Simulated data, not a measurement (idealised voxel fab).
Title: Process Module voxel self aligned vias
Displayed cross-section: cut, width of 300 nm, square cells sized 5 nm.
We lay out every cross-section as a grid of square cells and spell it out in bands from the top down, where one band means one or more rows of cells. Band: top height; bottom height; in nm. Then, left to right: material with width in nm, for each material. "full width": a single material spanning edge to edge. "air": empty space. Ref level 0: as-received wafer is one material below here. Bottom band extends down with no lower bound ("0 down"). Read "30->40" as a graded width: first number on top, second number at the bottom, same change between each pair of neighbouring rows. "nothing was modified" -> step changed no cross-section cell. Entry "Closed void table". Content: empty spaces with no open connection to the top, size 8 cells or greater. Each: width x height at distance. Distance: from left edge. Unit: nm. Anything after a step's settings on that line? It's the simulator's own note about the step. Regarding "overlay nm": on a step with a mask, it is the distance the mask lay to the right of its planned place; a negative value places it to the left.

List of planned process steps
1 RECEIVE | material Si
2 CONFORMAL_DEP | material SiO2 | thk nm 15
3 CONFORMAL_DEP | material SiCN | thk nm 5
4 DIRECTIONAL_DEP | material SiO2 | thk nm 30
5 MASKED_ETCH | tone open | mask id LINES | width nm 30 | pitch nm 55 | etch materials SiO2 | depth nm 30 | overlay nm 0
6 CONFORMAL_DEP | material TiN | thk nm 5
7 FILL_DEP | material Ru | thk nm 10
8 CMP | height nm 50
9 SELECTIVE_ETCH | etch materials W Ru TiN | depth nm 10
10 FILL_DEP | material SiN | thk nm 5
11 CMP | height nm 50
12 DIRECTIONAL_DEP | material SiO2 | thk nm 15
13 PATTERN | tone open | mask id VIAS | material resist | width nm 40 | pitch nm 110 | thk nm 20 | overlay nm 0
14 DIRECTIONAL_ETCH | etch materials SiO2 | depth nm 15
15 DIRECTIONAL_ETCH | etch materials SiN | depth nm 10
16 STRIP | etch materials resist
17 CONFORMAL_DEP | material TiN | thk nm 5
18 FILL_DEP | material Cu | thk nm 5
19 CMP | height nm 65
20 CONFORMAL_DEP | material SiN | thk nm 5

So, the first of our two wafers, run just as we planned it

Cross-section of the wafer at receipt, which is the condition after step 1
- 0 down = Si full width
- Closed void table: none

Step 2 complete: cross-section through the wafer
- 15 to 0 = SiO2 full width
- Heights below 0 show no change.

Step 3 complete: cross-section through the wafer
- 20 to 15 = SiCN full width
- Heights below 15 show no change.

Step 4 complete: cross-section through the wafer
- 50 to 20 = SiO2 full width
- Heights below 20 show no change.

Step 5 complete: cross-section through the wafer
- 50 to 20 = SiO2 (80), then air (30), then SiO2 (25), then air (30), then SiO2 (25), then air (30), then SiO2 (80)
- Heights below 20 show no change.

Step 6 complete: cross-section through the wafer
- 55 to 50 = TiN (85), then air (20), then TiN (35), then air (20), then TiN (35), then air (20), then TiN (85)
- 50 to 25 = SiO2 (80), then TiN (5), then air (20), then TiN (5), then SiO2 (25), then TiN (5), then air (20), then TiN (5), then SiO2 (25), then TiN (5), then air (20), then TiN (5), then SiO2 (80)
- 25 to 20 = SiO2 (80), then TiN (30), then SiO2 (25), then TiN (30), then SiO2 (25), then TiN (30), then SiO2 (80)
- Heights below 20 show no change.

Step 7 complete: cross-section through the wafer
- 65 to 55 = Ru full width
- 55 to 50 = TiN (85), then Ru (20), then TiN (35), then Ru (20), then TiN (35), then Ru (20), then TiN (85)
- 50 to 25 = SiO2 (80), then TiN (5), then Ru (20), then TiN (5), then SiO2 (25), then TiN (5), then Ru (20), then TiN (5), then SiO2 (25), then TiN (5), then Ru (20), then TiN (5), then SiO2 (80)
- Heights below 25 show no change.

Step 8 complete: cross-section through the wafer
- 50 to 25 = SiO2 (80), then TiN (5), then Ru (20), then TiN (5), then SiO2 (25), then TiN (5), then Ru (20), then TiN (5), then SiO2 (25), then TiN (5), then Ru (20), then TiN (5), then SiO2 (80)
- Heights below 25 show no change.

Step 9 complete: cross-section through the wafer
- 50 to 40 = SiO2 (80), then air (30), then SiO2 (25), then air (30), then SiO2 (25), then air (30), then SiO2 (80)
- Heights below 40 show no change.

Step 10 complete: cross-section through the wafer
- 55 to 50 = SiN full width
- 50 to 40 = SiO2 (80), then SiN (30), then SiO2 (25), then SiN (30), then SiO2 (25), then SiN (30), then SiO2 (80)
- Heights below 40 show no change.

Step 11 complete: cross-section through the wafer
- 50 to 40 = SiO2 (80), then SiN (30), then SiO2 (25), then SiN (30), then SiO2 (25), then SiN (30), then SiO2 (80)
- Heights below 40 show no change.

Step 12 complete: cross-section through the wafer
- 65 to 50 = SiO2 full width
- Heights below 50 show no change.

Step 13 complete: cross-section through the wafer
- 85 to 65 = resist (75), then air (40), then resist (70), then air (40), then resist (75)
- Heights below 65 show no change.

Step 14 complete: cross-section through the wafer
- 85 to 65 = resist (75), then air (40), then resist (70), then air (40), then resist (75)
- 65 to 50 = SiO2 (75), then air (40), then SiO2 (70), then air (40), then SiO2 (75)
- Heights below 50 show no change.

Step 15 complete: cross-section through the wafer
- 85 to 65 = resist (75), then air (40), then resist (70), then air (40), then resist (75)
- 65 to 50 = SiO2 (75), then air (40), then SiO2 (70), then air (40), then SiO2 (75)
- 50 to 40 = SiO2 (80), then air (30), then SiO2 (25), then SiN (30), then SiO2 (25), then air (30), then SiO2 (80)
- Heights below 40 show no change.

Step 16 complete: cross-section through the wafer
- 65 to 50 = SiO2 (75), then air (40), then SiO2 (70), then air (40), then SiO2 (75)
- Heights below 50 show no change.

Step 17 complete: cross-section through the wafer
- 70 to 65 = TiN (80), then air (30), then TiN (80), then air (30), then TiN (80)
- 65 to 55 = SiO2 (75), then TiN (5), then air (30), then TiN (5), then SiO2 (70), then TiN (5), then air (30), then TiN (5), then SiO2 (75)
- 55 to 50 = SiO2 (75), then TiN (10), then air (20), then TiN (10), then SiO2 (70), then TiN (10), then air (20), then TiN (10), then SiO2 (75)
- 50 to 45 = SiO2 (80), then TiN (5), then air (20), then TiN (5), then SiO2 (25), then SiN (30), then SiO2 (25), then TiN (5), then air (20), then TiN (5), then SiO2 (80)
- 45 to 40 = SiO2 (80), then TiN (30), then SiO2 (25), then SiN (30), then SiO2 (25), then TiN (30), then SiO2 (80)
- Heights below 40 show no change.

Step 18 complete: cross-section through the wafer
- 75 to 70 = Cu full width
- 70 to 65 = TiN (80), then Cu (30), then TiN (80), then Cu (30), then TiN (80)
- 65 to 55 = SiO2 (75), then TiN (5), then Cu (30), then TiN (5), then SiO2 (70), then TiN (5), then Cu (30), then TiN (5), then SiO2 (75)
- 55 to 50 = SiO2 (75), then TiN (10), then Cu (20), then TiN (10), then SiO2 (70), then TiN (10), then Cu (20), then TiN (10), then SiO2 (75)
- 50 to 45 = SiO2 (80), then TiN (5), then Cu (20), then TiN (5), then SiO2 (25), then SiN (30), then SiO2 (25), then TiN (5), then Cu (20), then TiN (5), then SiO2 (80)
- Heights below 45 show no change.

Step 19 complete: cross-section through the wafer
- 65 to 55 = SiO2 (75), then TiN (5), then Cu (30), then TiN (5), then SiO2 (70), then TiN (5), then Cu (30), then TiN (5), then SiO2 (75)
- Heights below 55 show no change.

Step 20 complete: cross-section through the wafer
- 70 to 65 = SiN full width
- Heights below 65 show no change.

Second wafer: same start and same plan as the first, one execution error; identical to the first through step 2

Second wafer at the planned finish of step 3, seen in cross-section: nothing was modified

Second wafer at the planned finish of step 4, seen in cross-section
- 45 to 0 = SiO2 full width
- Heights below 0 show no change.

Second wafer at the planned finish of step 5, seen in cross-section
- 45 to 15 = SiO2 (80), then air (30), then SiO2 (25), then air (30), then SiO2 (25), then air (30), then SiO2 (80)
- Heights below 15 show no change.

Second wafer at the planned finish of step 6, seen in cross-section
- 50 to 45 = TiN (85), then air (20), then TiN (35), then air (20), then TiN (35), then air (20), then TiN (85)
- 45 to 20 = SiO2 (80), then TiN (5), then air (20), then TiN (5), then SiO2 (25), then TiN (5), then air (20), then TiN (5), then SiO2 (25), then TiN (5), then air (20), then TiN (5), then SiO2 (80)
- 20 to 15 = SiO2 (80), then TiN (30), then SiO2 (25), then TiN (30), then SiO2 (25), then TiN (30), then SiO2 (80)
- Heights below 15 show no change.

Second wafer at the planned finish of step 7, seen in cross-section
- 60 to 50 = Ru full width
- 50 to 45 = TiN (85), then Ru (20), then TiN (35), then Ru (20), then TiN (35), then Ru (20), then TiN (85)
- 45 to 20 = SiO2 (80), then TiN (5), then Ru (20), then TiN (5), then SiO2 (25), then TiN (5), then Ru (20), then TiN (5), then SiO2 (25), then TiN (5), then Ru (20), then TiN (5), then SiO2 (80)
- Heights below 20 show no change.

Second wafer at the planned finish of step 8, seen in cross-section
- 50 to 45 = TiN (85), then Ru (20), then TiN (35), then Ru (20), then TiN (35), then Ru (20), then TiN (85)
- Heights below 45 show no change.

Second wafer at the planned finish of step 9, seen in cross-section
- 45 to 40 = SiO2 (80), then air (30), then SiO2 (25), then air (30), then SiO2 (25), then air (30), then SiO2 (80)
- Heights below 40 show no change.

Second wafer at the planned finish of step 10, seen in cross-section
- 50 to 45 = SiN full width
- 45 to 40 = SiO2 (80), then SiN (30), then SiO2 (25), then SiN (30), then SiO2 (25), then SiN (30), then SiO2 (80)
- Heights below 40 show no change.

Second wafer at the planned finish of step 11, seen in cross-section: nothing was modified

Second wafer at the planned finish of step 12, seen in cross-section
- 65 to 50 = SiO2 full width
- Heights below 50 show no change.

Second wafer at the planned finish of step 13, seen in cross-section
- 85 to 65 = resist (75), then air (40), then resist (70), then air (40), then resist (75)
- Heights below 65 show no change.

Second wafer at the planned finish of step 14, seen in cross-section
- 85 to 65 = resist (75), then air (40), then resist (70), then air (40), then resist (75)
- 65 to 50 = SiO2 (75), then air (40), then SiO2 (70), then air (40), then SiO2 (75)
- Heights below 50 show no change.

Second wafer at the planned finish of step 15, seen in cross-section
- 85 to 65 = resist (75), then air (40), then resist (70), then air (40), then resist (75)
- 65 to 50 = SiO2 (75), then air (40), then SiO2 (70), then air (40), then SiO2 (75)
- 50 to 45 = SiN (75), then air (40), then SiN (70), then air (40), then SiN (75)
- 45 to 40 = SiO2 (80), then air (30), then SiO2 (25), then SiN (30), then SiO2 (25), then air (30), then SiO2 (80)
- Heights below 40 show no change.

Second wafer at the planned finish of step 16, seen in cross-section
- 65 to 50 = SiO2 (75), then air (40), then SiO2 (70), then air (40), then SiO2 (75)
- Heights below 50 show no change.

Second wafer at the planned finish of step 17, seen in cross-section
- 70 to 65 = TiN (80), then air (30), then TiN (80), then air (30), then TiN (80)
- 65 to 50 = SiO2 (75), then TiN (5), then air (30), then TiN (5), then SiO2 (70), then TiN (5), then air (30), then TiN (5), then SiO2 (75)
- 50 to 45 = SiN (75), then TiN (10), then air (20), then TiN (10), then SiN (70), then TiN (10), then air (20), then TiN (10), then SiN (75)
- 45 to 40 = SiO2 (80), then TiN (30), then SiO2 (25), then SiN (30), then SiO2 (25), then TiN (30), then SiO2 (80)
- Heights below 40 show no change.

Second wafer at the planned finish of step 18, seen in cross-section
- 75 to 70 = Cu full width
- 70 to 65 = TiN (80), then Cu (30), then TiN (80), then Cu (30), then TiN (80)
- 65 to 50 = SiO2 (75), then TiN (5), then Cu (30), then TiN (5), then SiO2 (70), then TiN (5), then Cu (30), then TiN (5), then SiO2 (75)
- 50 to 45 = SiN (75), then TiN (10), then Cu (20), then TiN (10), then SiN (70), then TiN (10), then Cu (20), then TiN (10), then SiN (75)
- Heights below 45 show no change.

Second wafer at the planned finish of step 19, seen in cross-section
- 65 to 50 = SiO2 (75), then TiN (5), then Cu (30), then TiN (5), then SiO2 (70), then TiN (5), then Cu (30), then TiN (5), then SiO2 (75)
- Heights below 50 show no change.

Second wafer at the planned finish of step 20, seen in cross-section
- 70 to 65 = SiN full width
- Heights below 65 show no change.
what went wrong: not run: step 3 of the plan (skipped)
Final cells, second wafer relative to first, materials higher or lower: Cu: 4 more | Ru: 12 more | SiCN: 60 fewer | SiN: 38 more | TiN: 6 more
